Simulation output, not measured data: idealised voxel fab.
process module | voxel wiring stack
cross-section cut | 195 nm wide | cells 5 nm
A cross-section is a grid of square cells, given in bands from the top down. A band is one or more rows of cells.
Each band's line starts with the height of the band's top and of its bottom, in nm. Then come its materials from left to right, each with its width in nm. One material with "throughout" fills the band from edge to edge. "air" is empty space.
Height 0 is the level under which the wafer as received is all one material. The lowest band goes on downwards, as in "0 down".
A width such as "30 to 40" changes by the same amount from each row of cells to the next, from the band's top row to its bottom row.
"no change" after a step means that no cell of the cross-section changed.
closed voids: empty space of 8 cells or more with no open way to the top, each as width x height at its distance from the left edge, in nm
after a step's settings: what the simulator itself notes on the step
overlay nm, on a step with a mask: how far to the right of its planned place the mask lay; to the left if negative
plan
1 op RECEIVE | material Si
2 op CONFORMAL_DEP | material SiO2 | thk nm 15
3 op CONFORMAL_DEP | material SiN | thk nm 5
4 op DIRECTIONAL_DEP | material lowk | thk nm 25
5 op PATTERN | tone open | mask id METAL_1 | material resist | width nm 25 | pitch nm 45 | thk nm 20 | overlay nm 0
6 op DIRECTIONAL_ETCH | etch materials lowk | depth nm 25
7 op DIRECTIONAL_ETCH | etch materials SiN | depth nm 5
8 op STRIP | etch materials resist
9 op CONFORMAL_DEP | material TiN | thk nm 5
10 op FILL_DEP | material Cu | thk nm 5
11 op CMP | height nm 45
12 op CONFORMAL_DEP | material SiCN | thk nm 5
13 op DIRECTIONAL_DEP | material SiO2 | thk nm 10
14 op MASKED_ETCH | tone open | mask id PLUG_1 | width nm 15 | pitch nm 90 | etch materials SiO2 | depth nm 10 | overlay nm 0
15 op MASKED_ETCH | tone open | mask id PLUG_1 | width nm 15 | pitch nm 90 | etch materials SiCN | depth nm 5 | overlay nm 0
16 op EPI | material Ru | thk nm 10
17 op EPI | material Ru | thk nm 5
18 op CONFORMAL_DEP | material SiN | thk nm 5
19 op DIRECTIONAL_DEP | material lowk | thk nm 15
20 op PATTERN | tone open | mask id METAL_2 | material resist | width nm 25 | pitch nm 45 | thk nm 15 | overlay nm 0
21 op DIRECTIONAL_ETCH | etch materials lowk | depth nm 15
22 op DIRECTIONAL_ETCH | etch materials SiN | depth nm 5
23 op STRIP | etch materials resist
24 op CONFORMAL_DEP | material TiN | thk nm 5
25 op FILL_DEP | material Cu | thk nm 5
26 op CMP | height nm 80
27 op CONFORMAL_DEP | material SiCN | thk nm 5
as received, after step 1
  0 down: Si throughout
  closed voids: none
first wafer at the end, as planned
  85 to 80: SiCN throughout
  80 to 65: lowk 15 | TiN 5 | Cu 15 | TiN 5 | lowk 20 | TiN 5 | Cu 15 | TiN 5 | lowk 20 | TiN 5 | Cu 15 | TiN 5 | lowk 20 | TiN 5 | Cu 15 | TiN 5 | lowk 20
  65 to 60: SiN 15 | TiN 25 | SiN 20 | TiN 25 | SiN 20 | TiN 25 | SiN 20 | TiN 25 | SiN 20
  60 to 50: SiO2 15 | Ru 15 | SiO2 75 | Ru 15 | SiO2 75
  50 to 45: SiCN 15 | Ru 15 | SiCN 75 | Ru 15 | SiCN 75
  45 to 20: lowk 15 | TiN 5 | Cu 15 | TiN 5 | lowk 20 | TiN 5 | Cu 15 | TiN 5 | lowk 20 | TiN 5 | Cu 15 | TiN 5 | lowk 20 | TiN 5 | Cu 15 | TiN 5 | lowk 20
  20 to 15: SiN 15 | TiN 25 | SiN 20 | TiN 25 | SiN 20 | TiN 25 | SiN 20 | TiN 25 | SiN 20
  15 to 0: SiO2 throughout
  0 down: Si throughout
  closed voids: none
second wafer at the end: like start, like plan, one mistake
  75 to 70: SiCN throughout
  70 to 65: lowk 15 | TiN 5 | Cu 15 | TiN 5 | lowk 20 | TiN 5 | Cu 15 | TiN 5 | lowk 20 | TiN 5 | Cu 15 | TiN 5 | lowk 20 | TiN 5 | Cu 15 | TiN 5 | lowk 20
  65 to 60: SiN 15 | TiN 25 | SiN 20 | TiN 25 | SiN 20 | TiN 25 | SiN 20 | TiN 25 | SiN 20
  60 to 50: SiO2 15 | Ru 15 | SiO2 75 | Ru 15 | SiO2 75
  50 to 45: SiCN 15 | Ru 15 | SiCN 75 | Ru 15 | SiCN 75
  45 to 20: lowk 15 | TiN 5 | Cu 15 | TiN 5 | lowk 20 | TiN 5 | Cu 15 | TiN 5 | lowk 20 | TiN 5 | Cu 15 | TiN 5 | lowk 20 | TiN 5 | Cu 15 | TiN 5 | lowk 20
  20 to 15: SiN 15 | TiN 25 | SiN 20 | TiN 25 | SiN 20 | TiN 25 | SiN 20 | TiN 25 | SiN 20
  15 to 0: SiO2 throughout
  0 down: Si throughout
  closed voids: none
what went wrong: step 26 ran as: op CMP | height nm 70
at the end the second wafer has, in cells: 24 fewer of Cu | 16 fewer of TiN | 38 fewer of lowk
